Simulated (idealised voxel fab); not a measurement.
The process module that follows is named voxel ribs on slabs.
Cross-section cut: width 175 nm, square cells of 5 nm.
Cross-section spec: square-cell grid; bands listed top down; each band is one or more rows.
Band: top and bottom heights (nm) first, top before bottom; then materials from left to right, widths in nm. "everywhere" marks a sole material filling the band edge to edge. "blank" denotes empty space.
For the purposes of this specification, 0 denotes the height below which the wafer in its as-received condition is composed wholly of one material, and the lowermost band, lacking a lower limit, extends downward without end, as expressed in "0 and below".
The two numbers in a width such as "30..40" mark its ends across the band: the first belongs to the top row of cells, the second to the bottom row, and from each row to the next the width moves by the same amount.
Key: "no modification" - step with no changed cell in the cross-section.
"Enclosed cavity list" contains a list of empty spaces, each no smaller than 8 cells and without an open way to the top, written in the form width x height at distance with the distance from the left edge and all three in nm.
after a step's settings: what the simulator itself notes on the step
The setting "overlay nm" may be written on the line of a step. When the step uses a mask, the value reports how far to the right of the planned place the mask lay, and a negative value reports that it lay to the left.

### These are the steps we planned for the process
1 RECEIVE: material Si
2 DIRECTIONAL_DEP: material SiO2, thk nm 30
3 DIRECTIONAL_DEP: material polySi, thk nm 25
4 MASKED_ETCH: tone cover, mask id RIB, width nm 25, etch materials polySi, depth nm 15, overlay nm 0
5 MASKED_ETCH: tone cover, mask id SLAB, width nm 65, etch materials polySi, depth nm 10, overlay nm 0
6 FILL_DEP: material SiO2, thk nm 25
7 CMP: height nm 70
8 DIRECTIONAL_DEP: material W, thk nm 5
9 MASKED_ETCH: tone cover, mask id HEATER, width nm 35, etch materials W, depth nm 5, overlay nm 0
10 CONFORMAL_DEP: material SiN, thk nm 5

### Account of the first of two wafers, which was processed as intended

### Wafer as received: cross-section following step 1
  0 and below: Si everywhere
  Enclosed cavity list: none

### The wafer in cross-section once step 2 is complete
  30 down to 0: SiO2 everywhere
  Everything under 0 stays put, no change at all.

### The wafer in cross-section once step 3 is complete
  55 down to 30: polySi everywhere
  Everything under 30 stays put, no change at all.

### The wafer in cross-section once step 4 is complete
  55 down to 40: blank=75, then polySi=25, then blank=75
  Everything under 40 stays put, no change at all.

### The wafer in cross-section once step 5 is complete
  55 down to 40: blank=75, then polySi=25, then blank=75
  40 down to 30: blank=55, then polySi=65, then blank=55
  Everything under 30 stays put, no change at all.

### The wafer in cross-section once step 6 is complete
  80 down to 55: SiO2 everywhere
  55 down to 40: SiO2=75, then polySi=25, then SiO2=75
  40 down to 30: SiO2=55, then polySi=65, then SiO2=55
  Everything under 30 stays put, no change at all.

### The wafer in cross-section once step 7 is complete
  70 down to 55: SiO2 everywhere
  Everything under 55 stays put, no change at all.

### The wafer in cross-section once step 8 is complete
  75 down to 70: W everywhere
  Everything under 70 stays put, no change at all.

### The wafer in cross-section once step 9 is complete
  75 down to 70: blank=70, then W=35, then blank=70
  Everything under 70 stays put, no change at all.

### The wafer in cross-section once step 10 is complete
  80 down to 75: blank=65, then SiN=45, then blank=65
  75 down to 70: SiN=70, then W=35, then SiN=70
  Everything under 70 stays put, no change at all.

### Wafer two: like wafer one in start and plan, but with one mistake in execution; identical up to and including step 5

### Cross-section of the second wafer at the time by which step 6 should have been completed according to the plan
  80 down to 30: polySi everywhere
  Everything under 30 stays put, no change at all.

### Cross-section of the second wafer at the time by which step 7 should have been completed according to the plan
  70 down to 30: polySi everywhere
  Everything under 30 stays put, no change at all.

### Cross-section of the second wafer at the time by which step 8 should have been completed according to the plan
  75 down to 70: W everywhere
  Everything under 70 stays put, no change at all.

### Cross-section of the second wafer at the time by which step 9 should have been completed according to the plan
  75 down to 70: blank=70, then W=35, then blank=70
  Everything under 70 stays put, no change at all.

### Cross-section of the second wafer at the time by which step 10 should have been completed according to the plan
  80 down to 75: blank=65, then SiN=45, then blank=65
  75 down to 70: SiN=70, then W=35, then SiN=70
  Everything under 70 stays put, no change at all.
What went wrong in running the wafer? off-plan run, step 6, actual operation and settings FILL_DEP: material polySi, thk nm 25
FYI, end of process, the second wafer has more or fewer cells of some materials than the first: SiO2: 239 fewer | polySi: 239 more
